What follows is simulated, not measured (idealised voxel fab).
This is a process module. Its name is voxel self aligned vias.
The width of the displayed cross-section, cut, is 285 nm; its cells are square, with a size of 5 nm.
Format of a cross-section: grid, square cells. Given as bands. Order: top down. Band: one or more rows of cells. Band: top and bottom heights (nm) first, top before bottom; then materials from left to right, widths in nm. "everywhere" marks a sole material filling the band edge to edge. "empty" denotes empty space. Zero point of the height axis is 0; under it, received wafer = one material. Lowest band: continues down indefinitely, "0 nm and below". Graded width ("30..40"): value in top row of band = first number; value in bottom row = second number; row-to-row change constant. For the purposes of this document, the phrase "left unchanged" attached to a step denotes that no cell within the cross-section was modified by that step. Heads up: "Fully enclosed voids" only lists the empty pockets with no open path to the top that are 8 cells or more, and it writes them as width x height at distance, distance from the left edge, in nm. On a step's line, text after the settings is the simulator commenting on that step. "overlay nm", when on a step's line for a step with a mask, measures how far to the right of its planned place the mask lay; a negative measure means to the left. So the way this works: pairs, before and after one process step. The after picture only goes down to the lowest band that actually changed, nothing below. Step and its settings are under each pair. And watch out, pairs might come from different runs of this module, same starting wafer though, so a pair only follows on from the one above if its "Before step" entry tells you so.

# Before step
45 nm to 20 nm  lowk everywhere
20 nm to 15 nm  SiCN everywhere
15 nm to 0 nm  SiO2 everywhere
0 nm and below  Si everywhere
Fully enclosed voids: none

# Post-Step Cross-Section
45 nm to 20 nm  60 lowk | 40 empty | 20 lowk | 40 empty | 20 lowk | 40 empty | 65 lowk
Below 20 it's all the same as before, nothing changed down there.
Fully enclosed voids: none
So what happened between those two cross-sections up there? MASKED_ETCH: tone open, mask id LINES, width nm 40, pitch nm 60, etch materials lowk, depth nm 25, overlay nm 0

Before step: cross-section not repeated; it is the one shown after the step in the pair just above.

# Post-Step Cross-Section
50 nm to 45 nm  65 TiN | 30 empty | 30 TiN | 30 empty | 30 TiN | 30 empty | 70 TiN
45 nm to 25 nm  60 lowk | 5 TiN | 30 empty | 5 TiN | 20 lowk | 5 TiN | 30 empty | 5 TiN | 20 lowk | 5 TiN | 30 empty | 5 TiN | 65 lowk
25 nm to 20 nm  60 lowk | 40 TiN | 20 lowk | 40 TiN | 20 lowk | 40 TiN | 65 lowk
Below 20 it's all the same as before, nothing changed down there.
Fully enclosed voids: none
So what happened between those two cross-sections up there? CONFORMAL_DEP: material TiN, thk nm 5

Before step: cross-section not repeated; it is the one shown after the step in the pair just above.

# Post-Step Cross-Section
60 nm to 50 nm  W everywhere
50 nm to 45 nm  65 TiN | 30 W | 30 TiN | 30 W | 30 TiN | 30 W | 70 TiN
45 nm to 25 nm  60 lowk | 5 TiN | 30 W | 5 TiN | 20 lowk | 5 TiN | 30 W | 5 TiN | 20 lowk | 5 TiN | 30 W | 5 TiN | 65 lowk
Below 25 it's all the same as before, nothing changed down there.
Fully enclosed voids: none
So what happened between those two cross-sections up there? FILL_DEP: material W, thk nm 10

Before step: cross-section not repeated; it is the one shown after the step in the pair just above.

# Post-Step Cross-Section
45 nm to 25 nm  60 lowk | 5 TiN | 30 W | 5 TiN | 20 lowk | 5 TiN | 30 W | 5 TiN | 20 lowk | 5 TiN | 30 W | 5 TiN | 65 lowk
Below 25 it's all the same as before, nothing changed down there.
Fully enclosed voids: none
So what happened between those two cross-sections up there? CMP: height nm 45

Before step: cross-section not repeated; it is the one shown after the step in the pair just above.

# Post-Step Cross-Section
45 nm to 40 nm  60 lowk | 40 empty | 20 lowk | 40 empty | 20 lowk | 40 empty | 65 lowk
Below 40 it's all the same as before, nothing changed down there.
Fully enclosed voids: none
So what happened between those two cross-sections up there? SELECTIVE_ETCH: etch materials W Ru TiN, depth nm 5

Before step: cross-section not repeated; it is the one shown after the step in the pair just above.

# Post-Step Cross-Section
50 nm to 45 nm  SiN everywhere
45 nm to 40 nm  60 lowk | 40 SiN | 20 lowk | 40 SiN | 20 lowk | 40 SiN | 65 lowk
Below 40 it's all the same as before, nothing changed down there.
Fully enclosed voids: none
So what happened between those two cross-sections up there? FILL_DEP: material SiN, thk nm 5

Before step: cross-section not repeated; it is the one shown after the step in the pair just above.

# Post-Step Cross-Section
45 nm to 40 nm  60 lowk | 40 SiN | 20 lowk | 40 SiN | 20 lowk | 40 SiN | 65 lowk
Below 40 it's all the same as before, nothing changed down there.
Fully enclosed voids: none
So what happened between those two cross-sections up there? CMP: height nm 45

Before step: cross-section not repeated; it is the one shown after the step in the pair just above.

# Post-Step Cross-Section
65 nm to 45 nm  lowk everywhere
Below 45 it's all the same as before, nothing changed down there.
Fully enclosed voids: none
So what happened between those two cross-sections up there? DIRECTIONAL_DEP: material lowk, thk nm 20

Before step: cross-section not repeated; it is the one shown after the step in the pair just above.

# Post-Step Cross-Section
65 nm to 45 nm  60 lowk | 40 empty | 20 lowk | 40 empty | 20 lowk | 40 empty | 65 lowk
Below 45 it's all the same as before, nothing changed down there.
Fully enclosed voids: none
So what happened between those two cross-sections up there? MASKED_ETCH: tone open, mask id VIAS, width nm 40, pitch nm 60, etch materials lowk, depth nm 20, overlay nm 0

Before step: cross-section not repeated; it is the one shown after the step in the pair just above.

# Post-Step Cross-Section
65 nm to 40 nm  60 lowk | 40 empty | 20 lowk | 40 empty | 20 lowk | 40 empty | 65 lowk
Below 40 it's all the same as before, nothing changed down there.
Fully enclosed voids: none
So what happened between those two cross-sections up there? MASKED_ETCH: tone open, mask id VIAS, width nm 40, pitch nm 60, etch materials SiN, depth nm 5, overlay nm 0

Before step: cross-section not repeated; it is the one shown after the step in the pair just above.

# Post-Step Cross-Section
70 nm to 65 nm  65 TiN | 30 empty | 30 TiN | 30 empty | 30 TiN | 30 empty | 70 TiN
65 nm to 45 nm  60 lowk | 5 TiN | 30 empty | 5 TiN | 20 lowk | 5 TiN | 30 empty | 5 TiN | 20 lowk | 5 TiN | 30 empty | 5 TiN | 65 lowk
45 nm to 40 nm  60 lowk | 40 TiN | 20 lowk | 40 TiN | 20 lowk | 40 TiN | 65 lowk
Below 40 it's all the same as before, nothing changed down there.
Fully enclosed voids: none
So what happened between those two cross-sections up there? CONFORMAL_DEP: material TiN, thk nm 5

Before step: cross-section not repeated; it is the one shown after the step in the pair just above.

# Post-Step Cross-Section
75 nm to 70 nm  Cu everywhere
70 nm to 65 nm  65 TiN | 30 Cu | 30 TiN | 30 Cu | 30 TiN | 30 Cu | 70 TiN
65 nm to 45 nm  60 lowk | 5 TiN | 30 Cu | 5 TiN | 20 lowk | 5 TiN | 30 Cu | 5 TiN | 20 lowk | 5 TiN | 30 Cu | 5 TiN | 65 lowk
Below 45 it's all the same as before, nothing changed down there.
Fully enclosed voids: none
So what happened between those two cross-sections up there? FILL_DEP: material Cu, thk nm 5

Before step: cross-section not repeated; it is the one shown after the step in the pair just above.

# Post-Step Cross-Section
65 nm to 45 nm  60 lowk | 5 TiN | 30 Cu | 5 TiN | 20 lowk | 5 TiN | 30 Cu | 5 TiN | 20 lowk | 5 TiN | 30 Cu | 5 TiN | 65 lowk
Below 45 it's all the same as before, nothing changed down there.
Fully enclosed voids: none
So what happened between those two cross-sections up there? CMP: height nm 65

Before step: cross-section not repeated; it is the one shown after the step in the pair just above.

# Post-Step Cross-Section
70 nm to 65 nm  SiCN everywhere
Below 65 it's all the same as before, nothing changed down there.
Fully enclosed voids: none
So what happened between those two cross-sections up there? CONFORMAL_DEP: material SiCN, thk nm 5

# Before step
65 nm to 45 nm  lowk everywhere
45 nm to 40 nm  65 lowk | 30 SiN | 30 lowk | 30 SiN | 30 lowk | 30 SiN | 70 lowk
40 nm to 25 nm  65 lowk | 5 TiN | 20 W | 5 TiN | 30 lowk | 5 TiN | 20 W | 5 TiN | 30 lowk | 5 TiN | 20 W | 5 TiN | 70 lowk
25 nm to 20 nm  65 lowk | 30 TiN | 30 lowk | 30 TiN | 30 lowk | 30 TiN | 70 lowk
20 nm to 15 nm  SiCN everywhere
15 nm to 0 nm  SiO2 everywhere
0 nm and below  Si everywhere
Fully enclosed voids: none

# Post-Step Cross-Section
65 nm to 45 nm  70 lowk | 40 empty | 20 lowk | 40 empty | 20 lowk | 40 empty | 55 lowk
Below 45 it's all the same as before, nothing changed down there.
Fully enclosed voids: none
So what happened between those two cross-sections up there? MASKED_ETCH: tone open, mask id VIAS, width nm 40, pitch nm 60, etch materials lowk, depth nm 20, overlay nm 10

Before step: cross-section not repeated; it is the one shown after the step in the pair just above.

# Post-Step Cross-Section
65 nm to 45 nm  70 lowk | 40 empty | 20 lowk | 40 empty | 20 lowk | 40 empty | 55 lowk
45 nm to 40 nm  65 lowk | 5 SiN | 25 empty | 30 lowk | 5 SiN | 25 empty | 30 lowk | 5 SiN | 25 empty | 70 lowk
Below 40 it's all the same as before, nothing changed down there.
Fully enclosed voids: none
So what happened between those two cross-sections up there? MASKED_ETCH: tone open, mask id VIAS, width nm 40, pitch nm 60, etch materials SiN, depth nm 5, overlay nm 0

Before step: cross-section not repeated; it is the one shown after the step in the pair just above.

# Post-Step Cross-Section
70 nm to 65 nm  75 TiN | 30 empty | 30 TiN | 30 empty | 30 TiN | 30 empty | 60 TiN
65 nm to 50 nm  70 lowk | 5 TiN | 30 empty | 5 TiN | 20 lowk | 5 TiN | 30 empty | 5 TiN | 20 lowk | 5 TiN | 30 empty | 5 TiN | 55 lowk
50 nm to 45 nm  70 lowk | 5 TiN | 15 empty | 20 TiN | 20 lowk | 5 TiN | 15 empty | 20 TiN | 20 lowk | 5 TiN | 15 empty | 20 TiN | 55 lowk
45 nm to 40 nm  65 lowk | 5 SiN | 25 TiN | 30 lowk | 5 SiN | 25 TiN | 30 lowk | 5 SiN | 25 TiN | 70 lowk
Below 40 it's all the same as before, nothing changed down there.
Fully enclosed voids: none
So what happened between those two cross-sections up there? CONFORMAL_DEP: material TiN, thk nm 5

Before step: cross-section not repeated; it is the one shown after the step in the pair just above.

# Post-Step Cross-Section
75 nm to 70 nm  Cu everywhere
70 nm to 65 nm  75 TiN | 30 Cu | 30 TiN | 30 Cu | 30 TiN | 30 Cu | 60 TiN
65 nm to 50 nm  70 lowk | 5 TiN | 30 Cu | 5 TiN | 20 lowk | 5 TiN | 30 Cu | 5 TiN | 20 lowk | 5 TiN | 30 Cu | 5 TiN | 55 lowk
50 nm to 45 nm  70 lowk | 5 TiN | 15 Cu | 20 TiN | 20 lowk | 5 TiN | 15 Cu | 20 TiN | 20 lowk | 5 TiN | 15 Cu | 20 TiN | 55 lowk
Below 45 it's all the same as before, nothing changed down there.
Fully enclosed voids: none
So what happened between those two cross-sections up there? FILL_DEP: material Cu, thk nm 5

Before step: cross-section not repeated; it is the one shown after the step in the pair just above.

# Post-Step Cross-Section
65 nm to 50 nm  70 lowk | 5 TiN | 30 Cu | 5 TiN | 20 lowk | 5 TiN | 30 Cu | 5 TiN | 20 lowk | 5 TiN | 30 Cu | 5 TiN | 55 lowk
Below 50 it's all the same as before, nothing changed down there.
Fully enclosed voids: none
So what happened between those two cross-sections up there? CMP: height nm 65

Before step: cross-section not repeated; it is the one shown after the step in the pair just above.

# Post-Step Cross-Section
70 nm to 65 nm  SiCN everywhere
Below 65 it's all the same as before, nothing changed down there.
Fully enclosed voids: none
So what happened between those two cross-sections up there? CONFORMAL_DEP: material SiCN, thk nm 5

# Before step
65 nm to 50 nm  60 lowk | 5 TiN | 30 Cu | 5 TiN | 20 lowk | 5 TiN | 30 Cu | 5 TiN | 20 lowk | 5 TiN | 30 Cu | 5 TiN | 65 lowk
50 nm to 45 nm  60 lowk | 10 TiN | 20 Cu | 10 TiN | 20 lowk | 10 TiN | 20 Cu | 10 TiN | 20 lowk | 10 TiN | 20 Cu | 10 TiN | 65 lowk
45 nm to 40 nm  65 lowk | 30 TiN | 30 lowk | 30 TiN | 30 lowk | 30 TiN | 70 lowk
40 nm to 25 nm  65 lowk | 5 TiN | 20 W | 5 TiN | 30 lowk | 5 TiN | 20 W | 5 TiN | 30 lowk | 5 TiN | 20 W | 5 TiN | 70 lowk
25 nm to 20 nm  65 lowk | 30 TiN | 30 lowk | 30 TiN | 30 lowk | 30 TiN | 70 lowk
20 nm to 15 nm  SiCN everywhere
15 nm to 0 nm  SiO2 everywhere
0 nm and below  Si everywhere
Fully enclosed voids: none

# Post-Step Cross-Section
70 nm to 65 nm  TiN everywhere
Below 65 it's all the same as before, nothing changed down there.
Fully enclosed voids: none
So what happened between those two cross-sections up there? CONFORMAL_DEP: material TiN, thk nm 5

# Before step
45 nm to 20 nm  lowk everywhere
20 nm to 15 nm  SiCN everywhere
15 nm to 0 nm  SiO2 everywhere
0 nm and below  Si everywhere
Fully enclosed voids: none

# Post-Step Cross-Section
45 nm to 20 nm  65 empty | 30 lowk | 30 empty | 30 lowk | 30 empty | 30 lowk | 70 empty
Below 20 it's all the same as before, nothing changed down there.
Fully enclosed voids: none
So what happened between those two cross-sections up there? MASKED_ETCH: tone cover, mask id LINES, width nm 30, pitch nm 60, etch materials lowk, depth nm 25, overlay nm 0

Before step: cross-section not repeated; it is the one shown after the step in the pair just above.

# Post-Step Cross-Section
50 nm to 45 nm  60 empty | 40 TiN | 20 empty | 40 TiN | 20 empty | 40 TiN | 65 empty
45 nm to 25 nm  60 empty | 5 TiN | 30 lowk | 5 TiN | 20 empty | 5 TiN | 30 lowk | 5 TiN | 20 empty | 5 TiN | 30 lowk | 5 TiN | 65 empty
25 nm to 20 nm  65 TiN | 30 lowk | 30 TiN | 30 lowk | 30 TiN | 30 lowk | 70 TiN
Below 20 it's all the same as before, nothing changed down there.
Fully enclosed voids: none
So what happened between those two cross-sections up there? CONFORMAL_DEP: material TiN, thk nm 5

Before step: cross-section not repeated; it is the one shown after the step in the pair just above.

# Post-Step Cross-Section
60 nm to 50 nm  W everywhere
50 nm to 45 nm  60 W | 40 TiN | 20 W | 40 TiN | 20 W | 40 TiN | 65 W
45 nm to 25 nm  60 W | 5 TiN | 30 lowk | 5 TiN | 20 W | 5 TiN | 30 lowk | 5 TiN | 20 W | 5 TiN | 30 lowk | 5 TiN | 65 W
Below 25 it's all the same as before, nothing changed down there.
Fully enclosed voids: none
So what happened between those two cross-sections up there? FILL_DEP: material W, thk nm 10

Before step: cross-section not repeated; it is the one shown after the step in the pair just above.

# Post-Step Cross-Section
45 nm to 25 nm  60 W | 5 TiN | 30 lowk | 5 TiN | 20 W | 5 TiN | 30 lowk | 5 TiN | 20 W | 5 TiN | 30 lowk | 5 TiN | 65 W
Below 25 it's all the same as before, nothing changed down there.
Fully enclosed voids: none
So what happened between those two cross-sections up there? CMP: height nm 45

Before step: cross-section not repeated; it is the one shown after the step in the pair just above.

# Post-Step Cross-Section
45 nm to 40 nm  65 empty | 30 lowk | 30 empty | 30 lowk | 30 empty | 30 lowk | 70 empty
Below 40 it's all the same as before, nothing changed down there.
Fully enclosed voids: none
So what happened between those two cross-sections up there? SELECTIVE_ETCH: etch materials W Ru TiN, depth nm 5

Before step: cross-section not repeated; it is the one shown after the step in the pair just above.

# Post-Step Cross-Section
50 nm to 45 nm  SiN everywhere
45 nm to 40 nm  65 SiN | 30 lowk | 30 SiN | 30 lowk | 30 SiN | 30 lowk | 70 SiN
Below 40 it's all the same as before, nothing changed down there.
Fully enclosed voids: none
So what happened between those two cross-sections up there? FILL_DEP: material SiN, thk nm 5

Before step: cross-section not repeated; it is the one shown after the step in the pair just above.

# Post-Step Cross-Section
45 nm to 40 nm  65 SiN | 30 lowk | 30 SiN | 30 lowk | 30 SiN | 30 lowk | 70 SiN
Below 40 it's all the same as before, nothing changed down there.
Fully enclosed voids: none
So what happened between those two cross-sections up there? CMP: height nm 45

Before step: cross-section not repeated; it is the one shown after the step in the pair just above.

# Post-Step Cross-Section
65 nm to 45 nm  lowk everywhere
Below 45 it's all the same as before, nothing changed down there.
Fully enclosed voids: none
So what happened between those two cross-sections up there? DIRECTIONAL_DEP: material lowk, thk nm 20

Before step: cross-section not repeated; it is the one shown after the step in the pair just above.

# Post-Step Cross-Section
65 nm to 45 nm  60 lowk | 40 empty | 20 lowk | 40 empty | 20 lowk | 40 empty | 65 lowk
Below 45 it's all the same as before, nothing changed down there.
Fully enclosed voids: none
So what happened between those two cross-sections up there? MASKED_ETCH: tone open, mask id VIAS, width nm 40, pitch nm 60, etch materials lowk, depth nm 20, overlay nm 0

Before step: cross-section not repeated; it is the one shown after the step in the pair just above.

# Post-Step Cross-Section
65 nm to 45 nm  60 lowk | 40 empty | 20 lowk | 40 empty | 20 lowk | 40 empty | 65 lowk
45 nm to 40 nm  60 SiN | 5 empty | 30 lowk | 5 empty | 20 SiN | 5 empty | 30 lowk | 5 empty | 20 SiN | 5 empty | 30 lowk | 5 empty | 65 SiN
Below 40 it's all the same as before, nothing changed down there.
Fully enclosed voids: none
So what happened between those two cross-sections up there? MASKED_ETCH: tone open, mask id VIAS, width nm 40, pitch nm 60, etch materials SiN, depth nm 5, overlay nm 0

Before step: cross-section not repeated; it is the one shown after the step in the pair just above.

# Post-Step Cross-Section
70 nm to 65 nm  65 TiN | 30 empty | 30 TiN | 30 empty | 30 TiN | 30 empty | 70 TiN
65 nm to 50 nm  60 lowk | 5 TiN | 30 empty | 5 TiN | 20 lowk | 5 TiN | 30 empty | 5 TiN | 20 lowk | 5 TiN | 30 empty | 5 TiN | 65 lowk
50 nm to 45 nm  60 lowk | 40 TiN | 20 lowk | 40 TiN | 20 lowk | 40 TiN | 65 lowk
45 nm to 40 nm  60 SiN | 5 TiN | 30 lowk | 5 TiN | 20 SiN | 5 TiN | 30 lowk | 5 TiN | 20 SiN | 5 TiN | 30 lowk | 5 TiN | 65 SiN
Below 40 it's all the same as before, nothing changed down there.
Fully enclosed voids: none
So what happened between those two cross-sections up there? CONFORMAL_DEP: material TiN, thk nm 5

Before step: cross-section not repeated; it is the one shown after the step in the pair just above.

# Post-Step Cross-Section
75 nm to 70 nm  Cu everywhere
70 nm to 65 nm  65 TiN | 30 Cu | 30 TiN | 30 Cu | 30 TiN | 30 Cu | 70 TiN
65 nm to 50 nm  60 lowk | 5 TiN | 30 Cu | 5 TiN | 20 lowk | 5 TiN | 30 Cu | 5 TiN | 20 lowk | 5 TiN | 30 Cu | 5 TiN | 65 lowk
Below 50 it's all the same as before, nothing changed down there.
Fully enclosed voids: none
So what happened between those two cross-sections up there? FILL_DEP: material Cu, thk nm 5

Before step: cross-section not repeated; it is the one shown after the step in the pair just above.

# Post-Step Cross-Section
65 nm to 50 nm  60 lowk | 5 TiN | 30 Cu | 5 TiN | 20 lowk | 5 TiN | 30 Cu | 5 TiN | 20 lowk | 5 TiN | 30 Cu | 5 TiN | 65 lowk
Below 50 it's all the same as before, nothing changed down there.
Fully enclosed voids: none
So what happened between those two cross-sections up there? CMP: height nm 65

Before step: cross-section not repeated; it is the one shown after the step in the pair just above.

# Post-Step Cross-Section
70 nm to 65 nm  SiCN everywhere
Below 65 it's all the same as before, nothing changed down there.
Fully enclosed voids: none
So what happened between those two cross-sections up there? CONFORMAL_DEP: material SiCN, thk nm 5
